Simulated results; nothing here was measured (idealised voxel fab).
Name of the process module below: voxel self aligned vias
cross-section cut | 155 nm wide | cells 5 nm
Cross-section = grid of square cells, listed top down in bands; band = one or more rows. What a band's entry tells you: where the top is and where the bottom is, as heights in nm, and after that what lies inside, material by material from left to right, each with its width in nm. Empty space is written as the word "blank", and a single material marked with the word "throughout" occupies the band from edge to edge. Below 0: as-received wafer, all one material; heights counted from there. Lowest band: no bottom, goes on down, written "z 0 and below". A two-number width, for instance "30..40", indicates that the width is equal to the first number in the top row of the band and to the second number in the bottom row, and that it changes by a constant amount per row of cells. "identical to before" (step): cross-section cells unchanged, all of them. The label "Sealed void inventory" introduces a list of the empty spaces, 8 cells or larger, that have no open way up to the top; each entry in it reads width x height at distance, where the distance is taken from the left edge and all three are stated in nm. That trailing text on a step's line, after the settings, is the simulator's own remark on the step. overlay nm: on a step with a mask, how far right of its planned place the mask lay; negative means left. Read the rest as pairs. Take the cross-section before one process step, then the cross-section after it, which shows only down to the lowest band that changed. Under the pair, find the step between them and its settings. Bear in mind that pairs may come from different runs of this module on the same starting wafer: link a pair to the pair above it only where its entry headed "Pre-step" says to.

**Pre-step**
> z 45 to 40  TiN throughout
> z 40 to 35  SiCN throughout
> z 35 to 0  SiO2 throughout
> z 0 and below  Si throughout
> Sealed void inventory: none

**Result of Step**
> z 55 to 45  W throughout
> Below 45 it's all the same as before, nothing changed down there.
> Sealed void inventory: none
The before and after cross-sections above differ by one step: FILL_DEP with material W, thk nm 10

Pre-step: The structure entering this step is exactly what the pair just above shows after its step.

**Result of Step**
> z 40 to 35  SiCN throughout
> Below 35 it's all the same as before, nothing changed down there.
> Sealed void inventory: none
The before and after cross-sections above differ by one step: CMP with height nm 40

Pre-step: The structure entering this step is exactly what the pair just above shows after its step.

**Result of Step**
> z 50 to 40  SiN throughout
> Below 40 it's all the same as before, nothing changed down there.
> Sealed void inventory: none
The before and after cross-sections above differ by one step: FILL_DEP with material SiN, thk nm 10

Pre-step: The structure entering this step is exactly what the pair just above shows after its step.

**Result of Step**
> z 40 to 35  SiCN throughout
> Below 35 it's all the same as before, nothing changed down there.
> Sealed void inventory: none
The before and after cross-sections above differ by one step: CMP with height nm 40

Pre-step: The structure entering this step is exactly what the pair just above shows after its step.

**Result of Step**
> z 60 to 40  SiO2 throughout
> Below 40 it's all the same as before, nothing changed down there.
> Sealed void inventory: none
The before and after cross-sections above differ by one step: DIRECTIONAL_DEP with material SiO2, thk nm 20

Pre-step: The structure entering this step is exactly what the pair just above shows after its step.

**Result of Step**
> z 70 to 60  aC throughout
> Below 60 it's all the same as before, nothing changed down there.
> Sealed void inventory: none
The before and after cross-sections above differ by one step: DIRECTIONAL_DEP with material aC, thk nm 10

Pre-step: The structure entering this step is exactly what the pair just above shows after its step.

**Result of Step**
> z 100 to 70  resist (20)  blank (40)  resist (95)
> Below 70 it's all the same as before, nothing changed down there.
> Sealed void inventory: none
The before and after cross-sections above differ by one step: PATTERN with tone open, mask id VIAS, material resist, width nm 40, thk nm 30, overlay nm 0

Pre-step: The structure entering this step is exactly what the pair just above shows after its step.

**Result of Step**
> z 90 to 70  resist (20)  blank (40)  resist (95)
> z 70 to 60  aC (20)  blank (40)  aC (95)
> Below 60 it's all the same as before, nothing changed down there.
> Sealed void inventory: none
The before and after cross-sections above differ by one step: DIRECTIONAL_ETCH with etch materials aC, depth nm 10

Pre-step: The structure entering this step is exactly what the pair just above shows after its step.

**Result of Step**
> z 70 to 60  aC (20)  blank (40)  aC (95)
> Below 60 it's all the same as before, nothing changed down there.
> Sealed void inventory: none
The before and after cross-sections above differ by one step: STRIP with etch materials resist

Pre-step: The structure entering this step is exactly what the pair just above shows after its step.

**Result of Step**
> z 70 to 60  aC (20)  blank (40)  aC (95)
> z 60 to 40  SiO2 (20)  blank (40)  SiO2 (95)
> Below 40 it's all the same as before, nothing changed down there.
> Sealed void inventory: none
The before and after cross-sections above differ by one step: DIRECTIONAL_ETCH with etch materials SiO2, depth nm 20

Pre-step: The structure entering this step is exactly what the pair just above shows after its step.

**Result of Step**
> z 60 to 40  SiO2 (20)  blank (40)  SiO2 (95)
> Below 40 it's all the same as before, nothing changed down there.
> Sealed void inventory: none
The before and after cross-sections above differ by one step: STRIP with etch materials aC

Pre-step: The structure entering this step is exactly what the pair just above shows after its step.

**Result of Step**
> z 65 to 60  TiN (25)  blank (30)  TiN (100)
> z 60 to 45  SiO2 (20)  TiN (5)  blank (30)  TiN (5)  SiO2 (95)
> z 45 to 40  SiO2 (20)  TiN (40)  SiO2 (95)
> Below 40 it's all the same as before, nothing changed down there.
> Sealed void inventory: none
The before and after cross-sections above differ by one step: CONFORMAL_DEP with material TiN, thk nm 5

Pre-step: The structure entering this step is exactly what the pair just above shows after its step.

**Result of Step**
> z 70 to 65  Cu throughout
> z 65 to 60  TiN (25)  Cu (30)  TiN (100)
> z 60 to 45  SiO2 (20)  TiN (5)  Cu (30)  TiN (5)  SiO2 (95)
> Below 45 it's all the same as before, nothing changed down there.
> Sealed void inventory: none
The before and after cross-sections above differ by one step: FILL_DEP with material Cu, thk nm 5

Pre-step: The structure entering this step is exactly what the pair just above shows after its step.

**Result of Step**
> z 60 to 45  SiO2 (20)  TiN (5)  Cu (30)  TiN (5)  SiO2 (95)
> Below 45 it's all the same as before, nothing changed down there.
> Sealed void inventory: none
The before and after cross-sections above differ by one step: CMP with height nm 60

Pre-step: The structure entering this step is exactly what the pair just above shows after its step.

**Result of Step**
> z 65 to 60  SiN throughout
> Below 60 it's all the same as before, nothing changed down there.
> Sealed void inventory: none
The before and after cross-sections above differ by one step: CONFORMAL_DEP with material SiN, thk nm 5

**Pre-step**
> z 60 to 45  SiO2 (20)  TiN (5)  Cu (30)  TiN (5)  SiO2 (95)
> z 45 to 40  SiO2 (20)  TiN (15)  Cu (10)  TiN (15)  SiO2 (95)
> z 40 to 35  SiO2 (30)  TiN (20)  SiO2 (50)  SiN (20)  SiO2 (35)
> z 35 to 25  SiO2 (30)  TiN (5)  W (10)  TiN (5)  SiO2 (50)  TiN (5)  W (10)  TiN (5)  SiO2 (35)
> z 25 to 20  SiO2 (30)  TiN (20)  SiO2 (50)  TiN (20)  SiO2 (35)
> z 20 to 15  SiCN throughout
> z 15 to 0  SiO2 throughout
> z 0 and below  Si throughout
> Sealed void inventory: none

**Result of Step**
> z 75 to 60  SiN throughout
> Below 60 it's all the same as before, nothing changed down there.
> Sealed void inventory: none
The before and after cross-sections above differ by one step: CONFORMAL_DEP with material SiN, thk nm 15

**Pre-step**
> z 70 to 60  aC throughout
> z 60 to 40  SiO2 throughout
> z 40 to 35  SiO2 (30)  SiN (20)  SiO2 (50)  SiN (20)  SiO2 (35)
> z 35 to 25  SiO2 (30)  TiN (5)  W (10)  TiN (5)  SiO2 (50)  TiN (5)  W (10)  TiN (5)  SiO2 (35)
> z 25 to 20  SiO2 (30)  TiN (20)  SiO2 (50)  TiN (20)  SiO2 (35)
> z 20 to 15  SiCN throughout
> z 15 to 0  SiO2 throughout
> z 0 and below  Si throughout
> Sealed void inventory: none

**Result of Step**
> z 100 to 70  resist (15)  blank (50)  resist (90)
> Below 70 it's all the same as before, nothing changed down there.
> Sealed void inventory: none
The before and after cross-sections above differ by one step: PATTERN with tone open, mask id VIAS, material resist, width nm 50, thk nm 30, overlay nm 0

Pre-step: The structure entering this step is exactly what the pair just above shows after its step.

**Result of Step**
> z 90 to 70  resist (15)  blank (50)  resist (90)
> z 70 to 60  aC (15)  blank (50)  aC (90)
> Below 60 it's all the same as before, nothing changed down there.
> Sealed void inventory: none
The before and after cross-sections above differ by one step: DIRECTIONAL_ETCH with etch materials aC, depth nm 10

Pre-step: The structure entering this step is exactly what the pair just above shows after its step.

**Result of Step**
> z 70 to 60  aC (15)  blank (50)  aC (90)
> Below 60 it's all the same as before, nothing changed down there.
> Sealed void inventory: none
The before and after cross-sections above differ by one step: STRIP with etch materials resist

Pre-step: The structure entering this step is exactly what the pair just above shows after its step.

**Result of Step**
> z 70 to 60  aC (15)  blank (50)  aC (90)
> z 60 to 40  SiO2 (15)  blank (50)  SiO2 (90)
> Below 40 it's all the same as before, nothing changed down there.
> Sealed void inventory: none
The before and after cross-sections above differ by one step: DIRECTIONAL_ETCH with etch materials SiO2, depth nm 20

Pre-step: The structure entering this step is exactly what the pair just above shows after its step.

**Result of Step**
> z 70 to 60  aC (15)  blank (50)  aC (90)
> z 60 to 40  SiO2 (15)  blank (50)  SiO2 (90)
> z 40 to 35  SiO2 (30)  blank (20)  SiO2 (50)  SiN (20)  SiO2 (35)
> Below 35 it's all the same as before, nothing changed down there.
> Sealed void inventory: none
The before and after cross-sections above differ by one step: DIRECTIONAL_ETCH with etch materials SiN, depth nm 5

Pre-step: The structure entering this step is exactly what the pair just above shows after its step.

**Result of Step**
> z 60 to 40  SiO2 (15)  blank (50)  SiO2 (90)
> Below 40 it's all the same as before, nothing changed down there.
> Sealed void inventory: none
The before and after cross-sections above differ by one step: STRIP with etch materials aC

Pre-step: The structure entering this step is exactly what the pair just above shows after its step.

**Result of Step**
> z 65 to 60  TiN (20)  blank (40)  TiN (95)
> z 60 to 45  SiO2 (15)  TiN (5)  blank (40)  TiN (5)  SiO2 (90)
> z 45 to 40  SiO2 (15)  TiN (20)  blank (10)  TiN (20)  SiO2 (90)
> z 40 to 35  SiO2 (30)  TiN (20)  SiO2 (50)  SiN (20)  SiO2 (35)
> Below 35 it's all the same as before, nothing changed down there.
> Sealed void inventory: none
The before and after cross-sections above differ by one step: CONFORMAL_DEP with material TiN, thk nm 5

Pre-step: The structure entering this step is exactly what the pair just above shows after its step.

**Result of Step**
> z 70 to 65  Cu throughout
> z 65 to 60  TiN (20)  Cu (40)  TiN (95)
> z 60 to 45  SiO2 (15)  TiN (5)  Cu (40)  TiN (5)  SiO2 (90)
> z 45 to 40  SiO2 (15)  TiN (20)  Cu (10)  TiN (20)  SiO2 (90)
> Below 40 it's all the same as before, nothing changed down there.
> Sealed void inventory: none
The before and after cross-sections above differ by one step: FILL_DEP with material Cu, thk nm 5

Pre-step: The structure entering this step is exactly what the pair just above shows after its step.

**Result of Step**
> z 60 to 45  SiO2 (15)  TiN (5)  Cu (40)  TiN (5)  SiO2 (90)
> Below 45 it's all the same as before, nothing changed down there.
> Sealed void inventory: none
The before and after cross-sections above differ by one step: CMP with height nm 60

Pre-step: The structure entering this step is exactly what the pair just above shows after its step.

**Result of Step**
> z 65 to 60  SiN throughout
> Below 60 it's all the same as before, nothing changed down there.
> Sealed void inventory: none
The before and after cross-sections above differ by one step: CONFORMAL_DEP with material SiN, thk nm 5

**Pre-step**
> z 55 to 40  aC throughout
> z 40 to 20  SiO2 throughout
> z 20 to 15  SiCN throughout
> z 15 to 0  SiO2 throughout
> z 0 and below  Si throughout
> Sealed void inventory: none

**Result of Step**
> z 85 to 55  resist (25)  blank (20)  resist (50)  blank (20)  resist (40)
> Below 55 it's all the same as before, nothing changed down there.
> Sealed void inventory: none
The before and after cross-sections above differ by one step: PATTERN with tone open, mask id LINES, material resist, width nm 20, pitch nm 70, thk nm 30, overlay nm -5

Pre-step: The structure entering this step is exactly what the pair just above shows after its step.

**Result of Step**
> z 70 to 55  resist (25)  blank (20)  resist (50)  blank (20)  resist (40)
> z 55 to 40  aC (25)  blank (20)  aC (50)  blank (20)  aC (40)
> Below 40 it's all the same as before, nothing changed down there.
> Sealed void inventory: none
The before and after cross-sections above differ by one step: DIRECTIONAL_ETCH with etch materials aC, depth nm 15

Pre-step: The structure entering this step is exactly what the pair just above shows after its step.

**Result of Step**
> z 55 to 40  aC (25)  blank (20)  aC (50)  blank (20)  aC (40)
> Below 40 it's all the same as before, nothing changed down there.
> Sealed void inventory: none
The before and after cross-sections above differ by one step: STRIP with etch materials resist

Pre-step: The structure entering this step is exactly what the pair just above shows after its step.

**Result of Step**
> z 55 to 40  aC (25)  blank (20)  aC (50)  blank (20)  aC (40)
> z 40 to 20  SiO2 (25)  blank (20)  SiO2 (50)  blank (20)  SiO2 (40)
> Below 20 it's all the same as before, nothing changed down there.
> Sealed void inventory: none
The before and after cross-sections above differ by one step: DIRECTIONAL_ETCH with etch materials SiO2, depth nm 20

Pre-step: The structure entering this step is exactly what the pair just above shows after its step.

**Result of Step**
> z 40 to 20  SiO2 (25)  blank (20)  SiO2 (50)  blank (20)  SiO2 (40)
> Below 20 it's all the same as before, nothing changed down there.
> Sealed void inventory: none
The before and after cross-sections above differ by one step: STRIP with etch materials aC

Pre-step: The structure entering this step is exactly what the pair just above shows after its step.

**Result of Step**
> z 45 to 40  TiN (30)  blank (10)  TiN (60)  blank (10)  TiN (45)
> z 40 to 25  SiO2 (25)  TiN (5)  blank (10)  TiN (5)  SiO2 (50)  TiN (5)  blank (10)  TiN (5)  SiO2 (40)
> z 25 to 20  SiO2 (25)  TiN (20)  SiO2 (50)  TiN (20)  SiO2 (40)
> Below 20 it's all the same as before, nothing changed down there.
> Sealed void inventory: none
The before and after cross-sections above differ by one step: CONFORMAL_DEP with material TiN, thk nm 5

Pre-step: The structure entering this step is exactly what the pair just above shows after its step.

**Result of Step**
> z 55 to 45  W throughout
> z 45 to 40  TiN (30)  W (10)  TiN (60)  W (10)  TiN (45)
> z 40 to 25  SiO2 (25)  TiN (5)  W (10)  TiN (5)  SiO2 (50)  TiN (5)  W (10)  TiN (5)  SiO2 (40)
> Below 25 it's all the same as before, nothing changed down there.
> Sealed void inventory: none
The before and after cross-sections above differ by one step: FILL_DEP with material W, thk nm 10

Pre-step: The structure entering this step is exactly what the pair just above shows after its step.

**Result of Step**
> z 40 to 25  SiO2 (25)  TiN (5)  W (10)  TiN (5)  SiO2 (50)  TiN (5)  W (10)  TiN (5)  SiO2 (40)
> Below 25 it's all the same as before, nothing changed down there.
> Sealed void inventory: none
The before and after cross-sections above differ by one step: CMP with height nm 40

Pre-step: The structure entering this step is exactly what the pair just above shows after its step.

**Result of Step**
> z 40 to 35  SiO2 (25)  blank (20)  SiO2 (50)  blank (20)  SiO2 (40)
> Below 35 it's all the same as before, nothing changed down there.
> Sealed void inventory: none
The before and after cross-sections above differ by one step: SELECTIVE_ETCH with etch materials W Ru TiN, depth nm 5

Pre-step: The structure entering this step is exactly what the pair just above shows after its step.

**Result of Step**
> z 50 to 40  SiN throughout
> z 40 to 35  SiO2 (25)  SiN (20)  SiO2 (50)  SiN (20)  SiO2 (40)
> Below 35 it's all the same as before, nothing changed down there.
> Sealed void inventory: none
The before and after cross-sections above differ by one step: FILL_DEP with material SiN, thk nm 10

Pre-step: The structure entering this step is exactly what the pair just above shows after its step.

**Result of Step**
> z 40 to 35  SiO2 (25)  SiN (20)  SiO2 (50)  SiN (20)  SiO2 (40)
> Below 35 it's all the same as before, nothing changed down there.
> Sealed void inventory: none
The before and after cross-sections above differ by one step: CMP with height nm 40

Pre-step: The structure entering this step is exactly what the pair just above shows after its step.

**Result of Step**
> z 60 to 40  SiO2 throughout
> Below 40 it's all the same as before, nothing changed down there.
> Sealed void inventory: none
The before and after cross-sections above differ by one step: DIRECTIONAL_DEP with material SiO2, thk nm 20

Pre-step: The structure entering this step is exactly what the pair just above shows after its step.

**Result of Step**
> z 70 to 60  aC throughout
> Below 60 it's all the same as before, nothing changed down there.
> Sealed void inventory: none
The before and after cross-sections above differ by one step: DIRECTIONAL_DEP with material aC, thk nm 10

Pre-step: The structure entering this step is exactly what the pair just above shows after its step.

**Result of Step**
> z 100 to 70  resist (20)  blank (40)  resist (95)
> Below 70 it's all the same as before, nothing changed down there.
> Sealed void inventory: none
The before and after cross-sections above differ by one step: PATTERN with tone open, mask id VIAS, material resist, width nm 40, thk nm 30, overlay nm 0

Pre-step: The structure entering this step is exactly what the pair just above shows after its step.

**Result of Step**
> z 90 to 70  resist (20)  blank (40)  resist (95)
> z 70 to 60  aC (20)  blank (40)  aC (95)
> Below 60 it's all the same as before, nothing changed down there.
> Sealed void inventory: none
The before and after cross-sections above differ by one step: DIRECTIONAL_ETCH with etch materials aC, depth nm 10

Pre-step: The structure entering this step is exactly what the pair just above shows after its step.

**Result of Step**
> z 70 to 60  aC (20)  blank (40)  aC (95)
> Below 60 it's all the same as before, nothing changed down there.
> Sealed void inventory: none
The before and after cross-sections above differ by one step: STRIP with etch materials resist

Pre-step: The structure entering this step is exactly what the pair just above shows after its step.

**Result of Step**
> z 70 to 60  aC (20)  blank (40)  aC (95)
> z 60 to 40  SiO2 (20)  blank (40)  SiO2 (95)
> Below 40 it's all the same as before, nothing changed down there.
> Sealed void inventory: none
The before and after cross-sections above differ by one step: DIRECTIONAL_ETCH with etch materials SiO2, depth nm 20

Pre-step: The structure entering this step is exactly what the pair just above shows after its step.

**Result of Step**
> z 70 to 60  aC (20)  blank (40)  aC (95)
> z 60 to 40  SiO2 (20)  blank (40)  SiO2 (95)
> z 40 to 35  SiO2 (25)  blank (20)  SiO2 (50)  SiN (20)  SiO2 (40)
> Below 35 it's all the same as before, nothing changed down there.
> Sealed void inventory: none
The before and after cross-sections above differ by one step: DIRECTIONAL_ETCH with etch materials SiN, depth nm 5

Pre-step: The structure entering this step is exactly what the pair just above shows after its step.

**Result of Step**
> z 60 to 40  SiO2 (20)  blank (40)  SiO2 (95)
> Below 40 it's all the same as before, nothing changed down there.
> Sealed void inventory: none
The before and after cross-sections above differ by one step: STRIP with etch materials aC

Pre-step: The structure entering this step is exactly what the pair just above shows after its step.

**Result of Step**
> z 65 to 60  TiN (25)  blank (30)  TiN (100)
> z 60 to 45  SiO2 (20)  TiN (5)  blank (30)  TiN (5)  SiO2 (95)
> z 45 to 40  SiO2 (20)  TiN (10)  blank (10)  TiN (20)  SiO2 (95)
> z 40 to 35  SiO2 (25)  TiN (20)  SiO2 (50)  SiN (20)  SiO2 (40)
> Below 35 it's all the same as before, nothing changed down there.
> Sealed void inventory: none
The before and after cross-sections above differ by one step: CONFORMAL_DEP with material TiN, thk nm 5

Pre-step: The structure entering this step is exactly what the pair just above shows after its step.

**Result of Step**
> z 70 to 65  Cu throughout
> z 65 to 60  TiN (25)  Cu (30)  TiN (100)
> z 60 to 45  SiO2 (20)  TiN (5)  Cu (30)  TiN (5)  SiO2 (95)
> z 45 to 40  SiO2 (20)  TiN (10)  Cu (10)  TiN (20)  SiO2 (95)
> Below 40 it's all the same as before, nothing changed down there.
> Sealed void inventory: none
The before and after cross-sections above differ by one step: FILL_DEP with material Cu, thk nm 5

Pre-step: The structure entering this step is exactly what the pair just above shows after its step.

**Result of Step**
> z 60 to 45  SiO2 (20)  TiN (5)  Cu (30)  TiN (5)  SiO2 (95)
> Below 45 it's all the same as before, nothing changed down there.
> Sealed void inventory: none
The before and after cross-sections above differ by one step: CMP with height nm 60

Pre-step: The structure entering this step is exactly what the pair just above shows after its step.

**Result of Step**
> z 65 to 60  SiN throughout
> Below 60 it's all the same as before, nothing changed down there.
> Sealed void inventory: none
The before and after cross-sections above differ by one step: CONFORMAL_DEP with material SiN, thk nm 5

**Pre-step**
> z 0 and below  Si throughout
> Sealed void inventory: none

**Result of Step**
> z 15 to 0  SiCN throughout
> Below 0 it's all the same as before, nothing changed down there.
> Sealed void inventory: none
The before and after cross-sections above differ by one step: CONFORMAL_DEP with material SiCN, thk nm 15

Pre-step: The structure entering this step is exactly what the pair just above shows after its step.

**Result of Step**
> z 20 to 0  SiCN throughout
> Below 0 it's all the same as before, nothing changed down there.
> Sealed void inventory: none
The before and after cross-sections above differ by one step: CONFORMAL_DEP with material SiCN, thk nm 5

Pre-step: The structure entering this step is exactly what the pair just above shows after its step.

**Result of Step**
> z 40 to 20  SiO2 throughout
> Below 20 it's all the same as before, nothing changed down there.
> Sealed void inventory: none
The before and after cross-sections above differ by one step: DIRECTIONAL_DEP with material SiO2, thk nm 20

Pre-step: The structure entering this step is exactly what the pair just above shows after its step.

**Result of Step**
> z 55 to 40  aC throughout
> Below 40 it's all the same as before, nothing changed down there.
> Sealed void inventory: none
The before and after cross-sections above differ by one step: DIRECTIONAL_DEP with material aC, thk nm 15

Pre-step: The structure entering this step is exactly what the pair just above shows after its step.

**Result of Step**
> z 85 to 55  resist (30)  blank (20)  resist (50)  blank (20)  resist (35)
> Below 55 it's all the same as before, nothing changed down there.
> Sealed void inventory: none
The before and after cross-sections above differ by one step: PATTERN with tone open, mask id LINES, material resist, width nm 20, pitch nm 70, thk nm 30, overlay nm 0

Pre-step: The structure entering this step is exactly what the pair just above shows after its step.

**Result of Step**
> z 70 to 55  resist (30)  blank (20)  resist (50)  blank (20)  resist (35)
> z 55 to 40  aC (30)  blank (20)  aC (50)  blank (20)  aC (35)
> Below 40 it's all the same as before, nothing changed down there.
> Sealed void inventory: none
The before and after cross-sections above differ by one step: DIRECTIONAL_ETCH with etch materials aC, depth nm 15

Pre-step: The structure entering this step is exactly what the pair just above shows after its step.

**Result of Step**
> z 55 to 40  aC (30)  blank (20)  aC (50)  blank (20)  aC (35)
> Below 40 it's all the same as before, nothing changed down there.
> Sealed void inventory: none
The before and after cross-sections above differ by one step: STRIP with etch materials resist

Pre-step: The structure entering this step is exactly what the pair just above shows after its step.

**Result of Step**
> z 55 to 40  aC (30)  blank (20)  aC (50)  blank (20)  aC (35)
> z 40 to 20  SiO2 (30)  blank (20)  SiO2 (50)  blank (20)  SiO2 (35)
> Below 20 it's all the same as before, nothing changed down there.
> Sealed void inventory: none
The before and after cross-sections above differ by one step: DIRECTIONAL_ETCH with etch materials SiO2, depth nm 20

Pre-step: The structure entering this step is exactly what the pair just above shows after its step.

**Result of Step**
> z 40 to 20  SiO2 (30)  blank (20)  SiO2 (50)  blank (20)  SiO2 (35)
> Below 20 it's all the same as before, nothing changed down there.
> Sealed void inventory: none
The before and after cross-sections above differ by one step: STRIP with etch materials aC

Pre-step: The structure entering this step is exactly what the pair just above shows after its step.

**Result of Step**
> z 45 to 40  TiN (35)  blank (10)  TiN (60)  blank (10)  TiN (40)
> z 40 to 25  SiO2 (30)  TiN (5)  blank (10)  TiN (5)  SiO2 (50)  TiN (5)  blank (10)  TiN (5)  SiO2 (35)
> z 25 to 20  SiO2 (30)  TiN (20)  SiO2 (50)  TiN (20)  SiO2 (35)
> Below 20 it's all the same as before, nothing changed down there.
> Sealed void inventory: none
The before and after cross-sections above differ by one step: CONFORMAL_DEP with material TiN, thk nm 5

Pre-step: The structure entering this step is exactly what the pair just above shows after its step.

**Result of Step**
> z 55 to 45  W throughout
> z 45 to 40  TiN (35)  W (10)  TiN (60)  W (10)  TiN (40)
> z 40 to 25  SiO2 (30)  TiN (5)  W (10)  TiN (5)  SiO2 (50)  TiN (5)  W (10)  TiN (5)  SiO2 (35)
> Below 25 it's all the same as before, nothing changed down there.
> Sealed void inventory: none
The before and after cross-sections above differ by one step: FILL_DEP with material W, thk nm 10

Pre-step: The structure entering this step is exactly what the pair just above shows after its step.

**Result of Step**
> z 40 to 25  SiO2 (30)  TiN (5)  W (10)  TiN (5)  SiO2 (50)  TiN (5)  W (10)  TiN (5)  SiO2 (35)
> Below 25 it's all the same as before, nothing changed down there.
> Sealed void inventory: none
The before and after cross-sections above differ by one step: CMP with height nm 40

Pre-step: The structure entering this step is exactly what the pair just above shows after its step.

**Result of Step**
> z 40 to 35  SiO2 (30)  blank (20)  SiO2 (50)  blank (20)  SiO2 (35)
> Below 35 it's all the same as before, nothing changed down there.
> Sealed void inventory: none
The before and after cross-sections above differ by one step: SELECTIVE_ETCH with etch materials W Ru TiN, depth nm 5

Pre-step: The structure entering this step is exactly what the pair just above shows after its step.

**Result of Step**
> z 50 to 40  SiN throughout
> z 40 to 35  SiO2 (30)  SiN (20)  SiO2 (50)  SiN (20)  SiO2 (35)
> Below 35 it's all the same as before, nothing changed down there.
> Sealed void inventory: none
The before and after cross-sections above differ by one step: FILL_DEP with material SiN, thk nm 10

Pre-step: The structure entering this step is exactly what the pair just above shows after its step.

**Result of Step**
> z 40 to 35  SiO2 (30)  SiN (20)  SiO2 (50)  SiN (20)  SiO2 (35)
> Below 35 it's all the same as before, nothing changed down there.
> Sealed void inventory: none
The before and after cross-sections above differ by one step: CMP with height nm 40

Pre-step: The structure entering this step is exactly what the pair just above shows after its step.

**Result of Step**
> z 60 to 40  SiO2 throughout
> Below 40 it's all the same as before, nothing changed down there.
> Sealed void inventory: none
The before and after cross-sections above differ by one step: DIRECTIONAL_DEP with material SiO2, thk nm 20

Pre-step: The structure entering this step is exactly what the pair just above shows after its step.

**Result of Step**
> z 70 to 60  aC throughout
> Below 60 it's all the same as before, nothing changed down there.
> Sealed void inventory: none
The before and after cross-sections above differ by one step: DIRECTIONAL_DEP with material aC, thk nm 10

Pre-step: The structure entering this step is exactly what the pair just above shows after its step.

**Result of Step**
> z 100 to 70  resist (20)  blank (40)  resist (95)
> Below 70 it's all the same as before, nothing changed down there.
> Sealed void inventory: none
The before and after cross-sections above differ by one step: PATTERN with tone open, mask id VIAS, material resist, width nm 40, thk nm 30, overlay nm 0

Pre-step: The structure entering this step is exactly what the pair just above shows after its step.

**Result of Step**
> z 90 to 70  resist (20)  blank (40)  resist (95)
> z 70 to 60  aC (20)  blank (40)  aC (95)
> Below 60 it's all the same as before, nothing changed down there.
> Sealed void inventory: none
The before and after cross-sections above differ by one step: DIRECTIONAL_ETCH with etch materials aC, depth nm 10

Pre-step: The structure entering this step is exactly what the pair just above shows after its step.

**Result of Step**
> z 70 to 60  aC (20)  blank (40)  aC (95)
> Below 60 it's all the same as before, nothing changed down there.
> Sealed void inventory: none
The before and after cross-sections above differ by one step: STRIP with etch materials resist

Pre-step: The structure entering this step is exactly what the pair just above shows after its step.

**Result of Step**
> z 70 to 60  aC (20)  blank (40)  aC (95)
> z 60 to 40  SiO2 (20)  blank (40)  SiO2 (95)
> Below 40 it's all the same as before, nothing changed down there.
> Sealed void inventory: none
The before and after cross-sections above differ by one step: DIRECTIONAL_ETCH with etch materials SiO2, depth nm 20

Pre-step: The structure entering this step is exactly what the pair just above shows after its step.

**Result of Step**
> z 70 to 60  aC (20)  blank (40)  aC (95)
> z 60 to 40  SiO2 (20)  blank (40)  SiO2 (95)
> z 40 to 35  SiO2 (30)  blank (20)  SiO2 (50)  SiN (20)  SiO2 (35)
> Below 35 it's all the same as before, nothing changed down there.
> Sealed void inventory: none
The before and after cross-sections above differ by one step: DIRECTIONAL_ETCH with etch materials SiN, depth nm 5

Pre-step: The structure entering this step is exactly what the pair just above shows after its step.

**Result of Step**
> z 60 to 40  SiO2 (20)  blank (40)  SiO2 (95)
> Below 40 it's all the same as before, nothing changed down there.
> Sealed void inventory: none
The before and after cross-sections above differ by one step: STRIP with etch materials aC

Pre-step: The structure entering this step is exactly what the pair just above shows after its step.

**Result of Step**
> z 65 to 60  TiN (25)  blank (30)  TiN (100)
> z 60 to 45  SiO2 (20)  TiN (5)  blank (30)  TiN (5)  SiO2 (95)
> z 45 to 40  SiO2 (20)  TiN (15)  blank (10)  TiN (15)  SiO2 (95)
> z 40 to 35  SiO2 (30)  TiN (20)  SiO2 (50)  SiN (20)  SiO2 (35)
> Below 35 it's all the same as before, nothing changed down there.
> Sealed void inventory: none
The before and after cross-sections above differ by one step: CONFORMAL_DEP with material TiN, thk nm 5

Pre-step: The structure entering this step is exactly what the pair just above shows after its step.

**Result of Step**
> z 70 to 65  Cu throughout
> z 65 to 60  TiN (25)  Cu (30)  TiN (100)
> z 60 to 45  SiO2 (20)  TiN (5)  Cu (30)  TiN (5)  SiO2 (95)
> z 45 to 40  SiO2 (20)  TiN (15)  Cu (10)  TiN (15)  SiO2 (95)
> Below 40 it's all the same as before, nothing changed down there.
> Sealed void inventory: none
The before and after cross-sections above differ by one step: FILL_DEP with material Cu, thk nm 5

Pre-step: The structure entering this step is exactly what the pair just above shows after its step.

**Result of Step**
> z 60 to 45  SiO2 (20)  TiN (5)  Cu (30)  TiN (5)  SiO2 (95)
> Below 45 it's all the same as before, nothing changed down there.
> Sealed void inventory: none
The before and after cross-sections above differ by one step: CMP with height nm 60

Pre-step: The structure entering this step is exactly what the pair just above shows after its step.

**Result of Step**
> z 65 to 60  SiN throughout
> Below 60 it's all the same as before, nothing changed down there.
> Sealed void inventory: none
The before and after cross-sections above differ by one step: CONFORMAL_DEP with material SiN, thk nm 5

**Pre-step**
> z 70 to 60  aC throughout
> z 60 to 40  SiO2 throughout
> z 40 to 35  SiO2 (30)  SiN (20)  SiO2 (50)  SiN (20)  SiO2 (35)
> z 35 to 25  SiO2 (30)  TiN (5)  W (10)  TiN (5)  SiO2 (50)  TiN (5)  W (10)  TiN (5)  SiO2 (35)
> z 25 to 20  SiO2 (30)  TiN (20)  SiO2 (50)  TiN (20)  SiO2 (35)
> z 20 to 15  SiCN throughout
> z 15 to 0  SiO2 throughout
> z 0 and below  Si throughout
> Sealed void inventory: none

**Result of Step**
> z 100 to 70  blank (20)  resist (40)  blank (95)
> Below 70 it's all the same as before, nothing changed down there.
> Sealed void inventory: none
The before and after cross-sections above differ by one step: PATTERN with tone cover, mask id VIAS, material resist, width nm 40, thk nm 30, overlay nm 0

Pre-step: The structure entering this step is exactly what the pair just above shows after its step.

**Result of Step**
> z 90 to 70  blank (20)  resist (40)  blank (95)
> z 70 to 60  blank (20)  aC (40)  blank (95)
> Below 60 it's all the same as before, nothing changed down there.
> Sealed void inventory: none
The before and after cross-sections above differ by one step: DIRECTIONAL_ETCH with etch materials aC, depth nm 10

Pre-step: The structure entering this step is exactly what the pair just above shows after its step.

**Result of Step**
> z 70 to 60  blank (20)  aC (40)  blank (95)
> Below 60 it's all the same as before, nothing changed down there.
> Sealed void inventory: none
The before and after cross-sections above differ by one step: STRIP with etch materials resist

Pre-step: The structure entering this step is exactly what the pair just above shows after its step.

**Result of Step**
> z 70 to 60  blank (20)  aC (40)  blank (95)
> z 60 to 40  blank (20)  SiO2 (40)  blank (95)
> Below 40 it's all the same as before, nothing changed down there.
> Sealed void inventory: none
The before and after cross-sections above differ by one step: DIRECTIONAL_ETCH with etch materials SiO2, depth nm 20
